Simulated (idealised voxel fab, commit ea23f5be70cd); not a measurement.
The document below concerns the process module designated voxel transistor to metal.
Xsec cut, 145 nm wide, square cell size 5 nm.
Bands, listed from the top down, are how a cross-section gets written in this document; the cross-section itself is a grid of square cells, and a band is one or more rows of them.
Read a band's entry like this: the first values are the height of its top and the height of its bottom in nm, and what follows is the sequence of materials from left to right, each with its width in nm. Note that "air" is empty space, and that a single material marked "edge to edge" reaches across the band from edge to edge.
Where do heights start? At 0: under that level the wafer as delivered is made of one material only. And the lowest band has no floor; it just carries on downward, as in "0 nm and below".
Top row gets the first number, bottom row gets the second, and each row in between changes by the same step: that is how a band width like "30 to 40" works.
What does "everything unchanged" mean for a step? It means no cell of the cross-section changed in that step.
Listed in "Entrapped void list": every empty space of 8 or more cells without an open way to the top. Form: width x height at distance, the distance being from the left edge, all in nm.
Post-settings text on a step line: simulator's own remark regarding the step.
"overlay nm" denotes, for a step that has a mask, the displacement of the mask to the right of its planned place, with negative values corresponding to the left.
**List of planned process steps**
| 1 | RECEIVE, material Si |
| 2 | CONFORMAL_DEP, material SiO2, thk nm 5 |
| 3 | CONFORMAL_DEP, material SiN, thk nm 15 |
| 4 | MASKED_ETCH, tone cover, mask id ACTIVE, width nm 105, etch materials SiN, depth nm 15, overlay nm 0 |
| 5 | MASKED_ETCH, tone cover, mask id ACTIVE, width nm 105, etch materials SiO2, depth nm 5, overlay nm 0 |
| 6 | MASKED_ETCH, tone cover, mask id ACTIVE, width nm 105, etch materials Si, depth nm 30, overlay nm 0 |
| 7 | FILL_DEP, material SiO2, thk nm 15 |
| 8 | CMP, height nm 20 |
| 9 | SELECTIVE_ETCH, etch materials SiO2, depth nm 10 |
| 10 | STRIP, etch materials SiN |
| 11 | SELECTIVE_ETCH, etch materials SiO2, depth nm 5 |
| 12 | OXIDIZE, depth nm 5 |
| 13 | DIRECTIONAL_DEP, material polySi, thk nm 20 |
| 14 | DIRECTIONAL_DEP, material SiCN, thk nm 10 |
| 15 | MASKED_ETCH, tone cover, mask id GATE, width nm 15, etch materials SiCN, depth nm 20, overlay nm 0 |
| 16 | MASKED_ETCH, tone cover, mask id GATE, width nm 15, etch materials polySi, depth nm 30, overlay nm 0 |
| 17 | CONFORMAL_DEP, material SiO2, thk nm 5 |
| 18 | DIRECTIONAL_ETCH, etch materials SiO2, depth nm 5 |
| 19 | CONFORMAL_DEP, material SiN, thk nm 5 |
| 20 | DIRECTIONAL_ETCH, etch materials SiN, depth nm 5 |
| 21 | DIRECTIONAL_ETCH, etch materials SiO2, depth nm 5 |
| 22 | DIRECTIONAL_ETCH, etch materials Si, depth nm 10 |
| 23 | EPI, material SiGe, thk nm 15 |
| 24 | FILL_DEP, material SiO2, thk nm 10 |
| 25 | CMP, height nm 30 |
| 26 | DIRECTIONAL_DEP, material SiO2, thk nm 15 |
| 27 | MASKED_ETCH, tone open, mask id CONTACT, width nm 30, pitch nm 55, etch materials SiO2, depth nm 35, overlay nm 0 |
| 28 | CONFORMAL_DEP, material TiN, thk nm 5 |
| 29 | FILL_DEP, material W, thk nm 5 |
| 30 | CMP, height nm 45 |
| 31 | CONFORMAL_DEP, material SiN, thk nm 5 |
| 32 | DIRECTIONAL_DEP, material SiO2, thk nm 20 |
| 33 | DIRECTIONAL_DEP, material aC, thk nm 10 |
| 34 | PATTERN, tone open, mask id METAL_1, material resist, width nm 15, pitch nm 70, thk nm 30, overlay nm 0 |
| 35 | DIRECTIONAL_ETCH, etch materials aC, depth nm 10 |
| 36 | STRIP, etch materials resist |
| 37 | DIRECTIONAL_ETCH, etch materials SiO2, depth nm 20 |
| 38 | DIRECTIONAL_ETCH, etch materials SiN, depth nm 5 |
| 39 | STRIP, etch materials aC |
| 40 | CONFORMAL_DEP, material TiN, thk nm 5 |
| 41 | FILL_DEP, material W, thk nm 10 |
| 42 | CMP, height nm 70 |
| 43 | CONFORMAL_DEP, material SiCN, thk nm 5 |
| 44 | DIRECTIONAL_DEP, material lowk, thk nm 35 |
| 45 | MASKED_ETCH, tone open, mask id METAL_2, width nm 15, pitch nm 70, etch materials lowk, depth nm 20, overlay nm 0 |
| 46 | DIRECTIONAL_DEP, material aC, thk nm 15 |
| 47 | PATTERN, tone open, mask id METAL_2_HOLES, material resist, width nm 15, pitch nm 70, thk nm 30, overlay nm 0 |
| 48 | DIRECTIONAL_ETCH, etch materials aC, depth nm 15 |
| 49 | STRIP, etch materials resist |
| 50 | DIRECTIONAL_ETCH, etch materials lowk, depth nm 15 |
| 51 | DIRECTIONAL_ETCH, etch materials SiCN, depth nm 5 |
| 52 | STRIP, etch materials aC |
| 53 | CONFORMAL_DEP, material TiN, thk nm 5 |
| 54 | FILL_DEP, material Ru, thk nm 10 |
| 55 | CMP, height nm 110 |
| 56 | CONFORMAL_DEP, material SiN, thk nm 5 |
**First of two wafers: run as planned**
**So this is the incoming wafer in cross-section - it's already been through step 1**
  0 nm and below: Si edge to edge
  Entrapped void list: none
**Cross-section through the wafer, step 2 finished**
  5 nm to 0 nm: SiO2 edge to edge
  Below a height of 0, the structure has not been altered.
**Cross-section through the wafer, step 3 finished**
  20 nm to 5 nm: SiN edge to edge
  Below a height of 5, the structure has not been altered.
**Cross-section through the wafer, step 4 finished**
  20 nm to 5 nm: 20 of air  105 of SiN  20 of air
  Below a height of 5, the structure has not been altered.
**Cross-section through the wafer, step 5 finished**
  20 nm to 5 nm: 20 of air  105 of SiN  20 of air
  5 nm to 0 nm: 20 of air  105 of SiO2  20 of air
  Below a height of 0, the structure has not been altered.
**Cross-section through the wafer, step 6 finished**
  20 nm to 5 nm: 20 of air  105 of SiN  20 of air
  5 nm to 0 nm: 20 of air  105 of SiO2  20 of air
  0 nm to -30 nm: 20 of air  105 of Si  20 of air
  Below a height of -30, the structure has not been altered.
**Cross-section through the wafer, step 7 finished**
  35 nm to 20 nm: SiO2 edge to edge
  20 nm to 5 nm: 20 of SiO2  105 of SiN  20 of SiO2
  5 nm to 0 nm: SiO2 edge to edge
  0 nm to -30 nm: 20 of SiO2  105 of Si  20 of SiO2
  Below a height of -30, the structure has not been altered.
**Cross-section through the wafer, step 8 finished**
  20 nm to 5 nm: 20 of SiO2  105 of SiN  20 of SiO2
  Below a height of 5, the structure has not been altered.
**Cross-section through the wafer, step 9 finished**
  20 nm to 10 nm: 20 of air  105 of SiN  20 of air
  Below a height of 10, the structure has not been altered.
**Cross-section through the wafer, step 10 finished**
  10 nm to 5 nm: 20 of SiO2  105 of air  20 of SiO2
  Below a height of 5, the structure has not been altered.
**Cross-section through the wafer, step 11 finished**
  5 nm to 0 nm: 15 of SiO2  115 of air  15 of SiO2
  Below a height of 0, the structure has not been altered.
**Cross-section through the wafer, step 12 finished**
  5 nm to 0 nm: 15 of SiO2  115 of air  15 of SiO2
  0 nm to -5 nm: SiO2 edge to edge
  Below a height of -5, the structure has not been altered.
**Cross-section through the wafer, step 13 finished**
  25 nm to 20 nm: 15 of polySi  115 of air  15 of polySi
  20 nm to 5 nm: polySi edge to edge
  5 nm to 0 nm: 15 of SiO2  115 of polySi  15 of SiO2
  Below a height of 0, the structure has not been altered.
**Cross-section through the wafer, step 14 finished**
  35 nm to 30 nm: 15 of SiCN  115 of air  15 of SiCN
  30 nm to 25 nm: SiCN edge to edge
  25 nm to 20 nm: 15 of polySi  115 of SiCN  15 of polySi
  Below a height of 20, the structure has not been altered.
**Cross-section through the wafer, step 15 finished**
  30 nm to 25 nm: 65 of air  15 of SiCN  65 of air
  25 nm to 20 nm: 15 of polySi  50 of air  15 of SiCN  50 of air  15 of polySi
  Below a height of 20, the structure has not been altered.
**Cross-section through the wafer, step 16 finished**
  30 nm to 20 nm: 65 of air  15 of SiCN  65 of air
  20 nm to 5 nm: 65 of air  15 of polySi  65 of air
  5 nm to 0 nm: 15 of SiO2  50 of air  15 of polySi  50 of air  15 of SiO2
  Below a height of 0, the structure has not been altered.
**Cross-section through the wafer, step 17 finished**
  35 nm to 30 nm: 60 of air  25 of SiO2  60 of air
  30 nm to 20 nm: 60 of air  5 of SiO2  15 of SiCN  5 of SiO2  60 of air
  20 nm to 10 nm: 60 of air  5 of SiO2  15 of polySi  5 of SiO2  60 of air
  10 nm to 5 nm: 20 of SiO2  40 of air  5 of SiO2  15 of polySi  5 of SiO2  40 of air  20 of SiO2
  5 nm to 0 nm: 65 of SiO2  15 of polySi  65 of SiO2
  Below a height of 0, the structure has not been altered.
**Cross-section through the wafer, step 18 finished**
  30 nm to 20 nm: 60 of air  5 of SiO2  15 of SiCN  5 of SiO2  60 of air
  20 nm to 5 nm: 60 of air  5 of SiO2  15 of polySi  5 of SiO2  60 of air
  5 nm to 0 nm: 20 of SiO2  40 of air  5 of SiO2  15 of polySi  5 of SiO2  40 of air  20 of SiO2
  Below a height of 0, the structure has not been altered.
**Cross-section through the wafer, step 19 finished**
  35 nm to 30 nm: 55 of air  35 of SiN  55 of air
  30 nm to 20 nm: 55 of air  5 of SiN  5 of SiO2  15 of SiCN  5 of SiO2  5 of SiN  55 of air
  20 nm to 10 nm: 55 of air  5 of SiN  5 of SiO2  15 of polySi  5 of SiO2  5 of SiN  55 of air
  10 nm to 5 nm: 25 of SiN  30 of air  5 of SiN  5 of SiO2  15 of polySi  5 of SiO2  5 of SiN  30 of air  25 of SiN
  5 nm to 0 nm: 20 of SiO2  40 of SiN  5 of SiO2  15 of polySi  5 of SiO2  40 of SiN  20 of SiO2
  Below a height of 0, the structure has not been altered.
**Cross-section through the wafer, step 20 finished**
  30 nm to 20 nm: 55 of air  5 of SiN  5 of SiO2  15 of SiCN  5 of SiO2  5 of SiN  55 of air
  20 nm to 5 nm: 55 of air  5 of SiN  5 of SiO2  15 of polySi  5 of SiO2  5 of SiN  55 of air
  5 nm to 0 nm: 20 of SiO2  5 of SiN  30 of air  5 of SiN  5 of SiO2  15 of polySi  5 of SiO2  5 of SiN  30 of air  5 of SiN  20 of SiO2
  Below a height of 0, the structure has not been altered.
**Cross-section through the wafer, step 21 finished**
  30 nm to 25 nm: 55 of air  5 of SiN  5 of air  15 of SiCN  5 of air  5 of SiN  55 of air
  25 nm to 20 nm: 55 of air  5 of SiN  5 of SiO2  15 of SiCN  5 of SiO2  5 of SiN  55 of air
  20 nm to 5 nm: 55 of air  5 of SiN  5 of SiO2  15 of polySi  5 of SiO2  5 of SiN  55 of air
  5 nm to 0 nm: 20 of air  5 of SiN  30 of air  5 of SiN  5 of SiO2  15 of polySi  5 of SiO2  5 of SiN  30 of air  5 of SiN  20 of air
  0 nm to -5 nm: 25 of SiO2  30 of air  35 of SiO2  30 of air  25 of SiO2
  Below a height of -5, the structure has not been altered.
**Cross-section through the wafer, step 22 finished**
  30 nm to 25 nm: 55 of air  5 of SiN  5 of air  15 of SiCN  5 of air  5 of SiN  55 of air
  25 nm to 20 nm: 55 of air  5 of SiN  5 of SiO2  15 of SiCN  5 of SiO2  5 of SiN  55 of air
  20 nm to 5 nm: 55 of air  5 of SiN  5 of SiO2  15 of polySi  5 of SiO2  5 of SiN  55 of air
  5 nm to 0 nm: 20 of air  5 of SiN  30 of air  5 of SiN  5 of SiO2  15 of polySi  5 of SiO2  5 of SiN  30 of air  5 of SiN  20 of air
  0 nm to -5 nm: 25 of SiO2  30 of air  35 of SiO2  30 of air  25 of SiO2
  -5 nm to -15 nm: 20 of SiO2  5 of Si  30 of air  35 of Si  30 of air  5 of Si  20 of SiO2
  Below a height of -15, the structure has not been altered.
**Cross-section through the wafer, step 23 finished**
  30 nm to 25 nm: 55 of air  5 of SiN  5 of air  15 of SiCN  5 of air  5 of SiN  55 of air
  25 nm to 20 nm: 55 of air  5 of SiN  5 of SiO2  15 of SiCN  5 of SiO2  5 of SiN  55 of air
  20 nm to 10 nm: 55 of air  5 of SiN  5 of SiO2  15 of polySi  5 of SiO2  5 of SiN  55 of air
  10 nm to 5 nm: 20 of air  35 of SiGe  5 of SiN  5 of SiO2  15 of polySi  5 of SiO2  5 of SiN  35 of SiGe  20 of air
  5 nm to 0 nm: 20 of air  5 of SiN  30 of SiGe  5 of SiN  5 of SiO2  15 of polySi  5 of SiO2  5 of SiN  30 of SiGe  5 of SiN  20 of air
  0 nm to -5 nm: 25 of SiO2  30 of SiGe  35 of SiO2  30 of SiGe  25 of SiO2
  -5 nm to -15 nm: 20 of SiO2  5 of Si  30 of SiGe  35 of Si  30 of SiGe  5 of Si  20 of SiO2
  Below a height of -15, the structure has not been altered.
**Cross-section through the wafer, step 24 finished**
  40 nm to 30 nm: SiO2 edge to edge
  30 nm to 20 nm: 55 of SiO2  5 of SiN  5 of SiO2  15 of SiCN  5 of SiO2  5 of SiN  55 of SiO2
  20 nm to 10 nm: 55 of SiO2  5 of SiN  5 of SiO2  15 of polySi  5 of SiO2  5 of SiN  55 of SiO2
  10 nm to 5 nm: 20 of SiO2  35 of SiGe  5 of SiN  5 of SiO2  15 of polySi  5 of SiO2  5 of SiN  35 of SiGe  20 of SiO2
  5 nm to 0 nm: 20 of SiO2  5 of SiN  30 of SiGe  5 of SiN  5 of SiO2  15 of polySi  5 of SiO2  5 of SiN  30 of SiGe  5 of SiN  20 of SiO2
  Below a height of 0, the structure has not been altered.
**Cross-section through the wafer, step 25 finished**
  30 nm to 20 nm: 55 of SiO2  5 of SiN  5 of SiO2  15 of SiCN  5 of SiO2  5 of SiN  55 of SiO2
  Below a height of 20, the structure has not been altered.
**Cross-section through the wafer, step 26 finished**
  45 nm to 30 nm: SiO2 edge to edge
  Below a height of 30, the structure has not been altered.
**Cross-section through the wafer, step 27 finished**
  45 nm to 30 nm: 30 of SiO2  30 of air  25 of SiO2  30 of air  30 of SiO2
  30 nm to 20 nm: 30 of SiO2  25 of air  5 of SiN  5 of SiO2  15 of SiCN  5 of SiO2  5 of SiN  25 of air  30 of SiO2
  20 nm to 10 nm: 30 of SiO2  25 of air  5 of SiN  5 of SiO2  15 of polySi  5 of SiO2  5 of SiN  25 of air  30 of SiO2
  Below a height of 10, the structure has not been altered.
**Cross-section through the wafer, step 28 finished**
  50 nm to 45 nm: 35 of TiN  20 of air  35 of TiN  20 of air  35 of TiN
  45 nm to 35 nm: 30 of SiO2  5 of TiN  20 of air  5 of TiN  25 of SiO2  5 of TiN  20 of air  5 of TiN  30 of SiO2
  35 nm to 30 nm: 30 of SiO2  5 of TiN  15 of air  10 of TiN  25 of SiO2  10 of TiN  15 of air  5 of TiN  30 of SiO2
  30 nm to 20 nm: 30 of SiO2  5 of TiN  15 of air  5 of TiN  5 of SiN  5 of SiO2  15 of SiCN  5 of SiO2  5 of SiN  5 of TiN  15 of air  5 of TiN  30 of SiO2
  20 nm to 15 nm: 30 of SiO2  5 of TiN  15 of air  5 of TiN  5 of SiN  5 of SiO2  15 of polySi  5 of SiO2  5 of SiN  5 of TiN  15 of air  5 of TiN  30 of SiO2
  15 nm to 10 nm: 30 of SiO2  25 of TiN  5 of SiN  5 of SiO2  15 of polySi  5 of SiO2  5 of SiN  25 of TiN  30 of SiO2
  Below a height of 10, the structure has not been altered.
**Cross-section through the wafer, step 29 finished**
  55 nm to 50 nm: W edge to edge
  50 nm to 45 nm: 35 of TiN  20 of W  35 of TiN  20 of W  35 of TiN
  45 nm to 35 nm: 30 of SiO2  5 of TiN  20 of W  5 of TiN  25 of SiO2  5 of TiN  20 of W  5 of TiN  30 of SiO2
  35 nm to 30 nm: 30 of SiO2  5 of TiN  15 of W  10 of TiN  25 of SiO2  10 of TiN  15 of W  5 of TiN  30 of SiO2
  30 nm to 20 nm: 30 of SiO2  5 of TiN  15 of W  5 of TiN  5 of SiN  5 of SiO2  15 of SiCN  5 of SiO2  5 of SiN  5 of TiN  15 of W  5 of TiN  30 of SiO2
  20 nm to 15 nm: 30 of SiO2  5 of TiN  15 of W  5 of TiN  5 of SiN  5 of SiO2  15 of polySi  5 of SiO2  5 of SiN  5 of TiN  15 of W  5 of TiN  30 of SiO2
  Below a height of 15, the structure has not been altered.
**Cross-section through the wafer, step 30 finished**
  45 nm to 35 nm: 30 of SiO2  5 of TiN  20 of W  5 of TiN  25 of SiO2  5 of TiN  20 of W  5 of TiN  30 of SiO2
  Below a height of 35, the structure has not been altered.
**Cross-section through the wafer, step 31 finished**
  50 nm to 45 nm: SiN edge to edge
  Below a height of 45, the structure has not been altered.
**Cross-section through the wafer, step 32 finished**
  70 nm to 50 nm: SiO2 edge to edge
  Below a height of 50, the structure has not been altered.
**Cross-section through the wafer, step 33 finished**
  80 nm to 70 nm: aC edge to edge
  Below a height of 70, the structure has not been altered.
**Cross-section through the wafer, step 34 finished**
  110 nm to 80 nm: 30 of resist  15 of air  55 of resist  15 of air  30 of resist
  Below a height of 80, the structure has not been altered.
**Cross-section through the wafer, step 35 finished**
  100 nm to 80 nm: 30 of resist  15 of air  55 of resist  15 of air  30 of resist
  80 nm to 70 nm: 30 of aC  15 of air  55 of aC  15 of air  30 of aC
  Below a height of 70, the structure has not been altered.
**Cross-section through the wafer, step 36 finished**
  80 nm to 70 nm: 30 of aC  15 of air  55 of aC  15 of air  30 of aC
  Below a height of 70, the structure has not been altered.
**Cross-section through the wafer, step 37 finished**
  80 nm to 70 nm: 30 of aC  15 of air  55 of aC  15 of air  30 of aC
  70 nm to 50 nm: 30 of SiO2  15 of air  55 of SiO2  15 of air  30 of SiO2
  Below a height of 50, the structure has not been altered.
**Cross-section through the wafer, step 38 finished**
  80 nm to 70 nm: 30 of aC  15 of air  55 of aC  15 of air  30 of aC
  70 nm to 50 nm: 30 of SiO2  15 of air  55 of SiO2  15 of air  30 of SiO2
  50 nm to 45 nm: 30 of SiN  15 of air  55 of SiN  15 of air  30 of SiN
  Below a height of 45, the structure has not been altered.
**Cross-section through the wafer, step 39 finished**
  70 nm to 50 nm: 30 of SiO2  15 of air  55 of SiO2  15 of air  30 of SiO2
  Below a height of 50, the structure has not been altered.
**Cross-section through the wafer, step 40 finished**
  75 nm to 70 nm: 35 of TiN  5 of air  65 of TiN  5 of air  35 of TiN
  70 nm to 50 nm: 30 of SiO2  5 of TiN  5 of air  5 of TiN  55 of SiO2  5 of TiN  5 of air  5 of TiN  30 of SiO2
  50 nm to 45 nm: 30 of SiN  15 of TiN  55 of SiN  15 of TiN  30 of SiN
  Below a height of 45, the structure has not been altered.
**Cross-section through the wafer, step 41 finished**
  85 nm to 75 nm: W edge to edge
  75 nm to 70 nm: 35 of TiN  5 of W  65 of TiN  5 of W  35 of TiN
  70 nm to 50 nm: 30 of SiO2  5 of TiN  5 of W  5 of TiN  55 of SiO2  5 of TiN  5 of W  5 of TiN  30 of SiO2
  Below a height of 50, the structure has not been altered.
**Cross-section through the wafer, step 42 finished**
  70 nm to 50 nm: 30 of SiO2  5 of TiN  5 of W  5 of TiN  55 of SiO2  5 of TiN  5 of W  5 of TiN  30 of SiO2
  Below a height of 50, the structure has not been altered.
**Cross-section through the wafer, step 43 finished**
  75 nm to 70 nm: SiCN edge to edge
  Below a height of 70, the structure has not been altered.
**Cross-section through the wafer, step 44 finished**
  110 nm to 75 nm: lowk edge to edge
  Below a height of 75, the structure has not been altered.
**Cross-section through the wafer, step 45 finished**
  110 nm to 90 nm: 30 of lowk  15 of air  55 of lowk  15 of air  30 of lowk
  Below a height of 90, the structure has not been altered.
**Cross-section through the wafer, step 46 finished**
  125 nm to 110 nm: 30 of aC  15 of air  55 of aC  15 of air  30 of aC
  110 nm to 105 nm: 30 of lowk  15 of air  55 of lowk  15 of air  30 of lowk
  105 nm to 90 nm: 30 of lowk  15 of aC  55 of lowk  15 of aC  30 of lowk
  Below a height of 90, the structure has not been altered.
**Cross-section through the wafer, step 47 finished**
  155 nm to 125 nm: 30 of resist  15 of air  55 of resist  15 of air  30 of resist
  Below a height of 125, the structure has not been altered.
**Cross-section through the wafer, step 48 finished**
  140 nm to 125 nm: 30 of resist  15 of air  55 of resist  15 of air  30 of resist
  125 nm to 110 nm: 30 of aC  15 of air  55 of aC  15 of air  30 of aC
  110 nm to 90 nm: 30 of lowk  15 of air  55 of lowk  15 of air  30 of lowk
  Below a height of 90, the structure has not been altered.
**Cross-section through the wafer, step 49 finished**
  125 nm to 110 nm: 30 of aC  15 of air  55 of aC  15 of air  30 of aC
  Below a height of 110, the structure has not been altered.
**Cross-section through the wafer, step 50 finished**
  125 nm to 110 nm: 30 of aC  15 of air  55 of aC  15 of air  30 of aC
  110 nm to 75 nm: 30 of lowk  15 of air  55 of lowk  15 of air  30 of lowk
  Below a height of 75, the structure has not been altered.
**Cross-section through the wafer, step 51 finished**
  125 nm to 110 nm: 30 of aC  15 of air  55 of aC  15 of air  30 of aC
  110 nm to 75 nm: 30 of lowk  15 of air  55 of lowk  15 of air  30 of lowk
  75 nm to 70 nm: 30 of SiCN  15 of air  55 of SiCN  15 of air  30 of SiCN
  Below a height of 70, the structure has not been altered.
**Cross-section through the wafer, step 52 finished**
  110 nm to 75 nm: 30 of lowk  15 of air  55 of lowk  15 of air  30 of lowk
  Below a height of 75, the structure has not been altered.
**Cross-section through the wafer, step 53 finished**
  115 nm to 110 nm: 35 of TiN  5 of air  65 of TiN  5 of air  35 of TiN
  110 nm to 75 nm: 30 of lowk  5 of TiN  5 of air  5 of TiN  55 of lowk  5 of TiN  5 of air  5 of TiN  30 of lowk
  75 nm to 70 nm: 30 of SiCN  15 of TiN  55 of SiCN  15 of TiN  30 of SiCN
  Below a height of 70, the structure has not been altered.
**Cross-section through the wafer, step 54 finished**
  125 nm to 115 nm: Ru edge to edge
  115 nm to 110 nm: 35 of TiN  5 of Ru  65 of TiN  5 of Ru  35 of TiN
  110 nm to 75 nm: 30 of lowk  5 of TiN  5 of Ru  5 of TiN  55 of lowk  5 of TiN  5 of Ru  5 of TiN  30 of lowk
  Below a height of 75, the structure has not been altered.
**Cross-section through the wafer, step 55 finished**
  110 nm to 75 nm: 30 of lowk  5 of TiN  5 of Ru  5 of TiN  55 of lowk  5 of TiN  5 of Ru  5 of TiN  30 of lowk
  Below a height of 75, the structure has not been altered.
**Cross-section through the wafer, step 56 finished**
  115 nm to 110 nm: SiN edge to edge
  Below a height of 110, the structure has not been altered.
**Wafer two of two - same starting point, same process plan, one mistake in execution; matches wafer one up to and including step 45**
**Second wafer, cut view, end of step 46 per plan**
  125 nm to 110 nm: 30 of SiCN  15 of air  55 of SiCN  15 of air  30 of SiCN
  110 nm to 105 nm: 30 of lowk  15 of air  55 of lowk  15 of air  30 of lowk
  105 nm to 90 nm: 30 of lowk  15 of SiCN  55 of lowk  15 of SiCN  30 of lowk
  Below a height of 90, the structure has not been altered.
**Second wafer, cut view, end of step 47 per plan**
  155 nm to 125 nm: 30 of resist  15 of air  55 of resist  15 of air  30 of resist
  Below a height of 125, the structure has not been altered.
**Second wafer, cut view, end of step 48 per plan**
  140 nm to 125 nm: 30 of resist  15 of air  55 of resist  15 of air  30 of resist
  Below a height of 125, the structure has not been altered.
**Second wafer, cut view, end of step 49 per plan**
  125 nm to 110 nm: 30 of SiCN  15 of air  55 of SiCN  15 of air  30 of SiCN
  Below a height of 110, the structure has not been altered.
Second wafer, cut view, end of step 50 per plan: everything unchanged
**Second wafer, cut view, end of step 51 per plan**
  120 nm to 110 nm: 30 of SiCN  15 of air  55 of SiCN  15 of air  30 of SiCN
  110 nm to 100 nm: 30 of lowk  15 of air  55 of lowk  15 of air  30 of lowk
  Below a height of 100, the structure has not been altered.
Second wafer, cut view, end of step 52 per plan: everything unchanged
**Second wafer, cut view, end of step 53 per plan**
  125 nm to 120 nm: 35 of TiN  5 of air  65 of TiN  5 of air  35 of TiN
  120 nm to 110 nm: 30 of SiCN  5 of TiN  5 of air  5 of TiN  55 of SiCN  5 of TiN  5 of air  5 of TiN  30 of SiCN
  110 nm to 105 nm: 30 of lowk  5 of TiN  5 of air  5 of TiN  55 of lowk  5 of TiN  5 of air  5 of TiN  30 of lowk
  105 nm to 100 nm: 30 of lowk  15 of TiN  55 of lowk  15 of TiN  30 of lowk
  Below a height of 100, the structure has not been altered.
**Second wafer, cut view, end of step 54 per plan**
  135 nm to 125 nm: Ru edge to edge
  125 nm to 120 nm: 35 of TiN  5 of Ru  65 of TiN  5 of Ru  35 of TiN
  120 nm to 110 nm: 30 of SiCN  5 of TiN  5 of Ru  5 of TiN  55 of SiCN  5 of TiN  5 of Ru  5 of TiN  30 of SiCN
  110 nm to 105 nm: 30 of lowk  5 of TiN  5 of Ru  5 of TiN  55 of lowk  5 of TiN  5 of Ru  5 of TiN  30 of lowk
  Below a height of 105, the structure has not been altered.
**Second wafer, cut view, end of step 55 per plan**
  110 nm to 105 nm: 30 of lowk  5 of TiN  5 of Ru  5 of TiN  55 of lowk  5 of TiN  5 of Ru  5 of TiN  30 of lowk
  Below a height of 105, the structure has not been altered.
**Second wafer, cut view, end of step 56 per plan**
  115 nm to 110 nm: SiN edge to edge
  Below a height of 110, the structure has not been altered.
Which mistake was made when the wafer was run? step 46 was processed under conditions differing from the plan, specifically as DIRECTIONAL_DEP, material SiCN, thk nm 15
Once processing is complete, comparing cell counts shows that the second wafer has more or fewer of certain materials than the first: -12 Ru; +18 SiCN; -24 TiN; +18 lowk
